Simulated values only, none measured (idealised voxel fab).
The name of this process module is voxel air gaps.
Pictured: cross-section cut, 250 nm wide, on a grid of 5 nm square cells.
Heads up, the way a cross-section reads in here is a grid of square cells, handed over as bands from the top down, with every band being one or more rows of cells. Each band's line starts with the height of the band's top and of its bottom, in nm. Then come its materials from left to right, each with its width in nm. One material with "everywhere" fills the band from edge to edge. "blank" is empty space. Heights are measured from 0, the level below which the as-received wafer is all one material; the lowest band has no bottom and continues downward, written as in "z 0 and below". Graded width ("30->40"): value in top row of band = first number; value in bottom row = second number; row-to-row change constant. You'll sometimes find "no alterations made" written for a step, and that's the way of saying that nowhere in the cross-section did a cell change during that step. For the entry "Cavities, closed", the listed items are empty spaces with no open way to the top whose size is 8 cells or more; each item follows the pattern width x height at distance, where distance is from the left edge and all three are in nm. Step line, after settings: the simulator's comment on this step. overlay nm, on a step with a mask: how far to the right of its planned place the mask lay; to the left if negative.

-- Intended process steps
1 op RECEIVE | material Si
2 op CONFORMAL_DEP | material SiO2 | thk nm 15
3 op CONFORMAL_DEP | material SiN | thk nm 5
4 op DIRECTIONAL_DEP | material SiO2 | thk nm 40
5 op PATTERN | tone open | mask id LINES | material resist | width nm 25 | pitch nm 55 | thk nm 15 | overlay nm 0
6 op DIRECTIONAL_ETCH | etch materials SiO2 | depth nm 40
7 op STRIP | etch materials resist
8 op CONFORMAL_DEP | material TiN | thk nm 5
9 op FILL_DEP | material W | thk nm 5
10 op CMP | height nm 60
11 op EPI | material Ru | thk nm 10
12 op SELECTIVE_ETCH | etch materials SiO2 | depth nm 50
13 op CONFORMAL_DEP | material SiN | thk nm 5

-- Wafer as received: cross-section following step 1
* z 0 and below: Si everywhere
* Cavities, closed: none

-- Cross-section, end of module. Start: as above. Plan: as above. Execution: one mistake
* z 75 to 70: 30 blank / 165 SiN / 55 blank
* z 70 to 60: 30 blank / 5 SiN / 45 Ru / 10 SiN / 45 Ru / 10 SiN / 45 Ru / 5 SiN / 55 blank
* z 60 to 55: 30 blank / 15 SiN / 5 TiN / 15 W / 5 TiN / 30 SiN / 5 TiN / 15 W / 5 TiN / 30 SiN / 5 TiN / 15 W / 5 TiN / 15 SiN / 55 blank
* z 55 to 25: 40 blank / 5 SiN / 5 TiN / 15 W / 5 TiN / 5 SiN / 20 blank / 5 SiN / 5 TiN / 15 W / 5 TiN / 5 SiN / 20 blank / 5 SiN / 5 TiN / 15 W / 5 TiN / 5 SiN / 65 blank
* z 25 to 20: 45 SiN / 25 TiN / 30 SiN / 25 TiN / 30 SiN / 25 TiN / 70 SiN
* z 20 to 15: SiN everywhere
* z 15 to 0: SiO2 everywhere
* z 0 and below: Si everywhere
* Cavities, closed: 20 x 30 at 75; 20 x 30 at 130
Short version of what went wrong: step 5 did not happen as planned, as run it was op PATTERN | tone open | mask id LINES | material resist | width nm 25 | pitch nm 55 | thk nm 15 | overlay nm -10
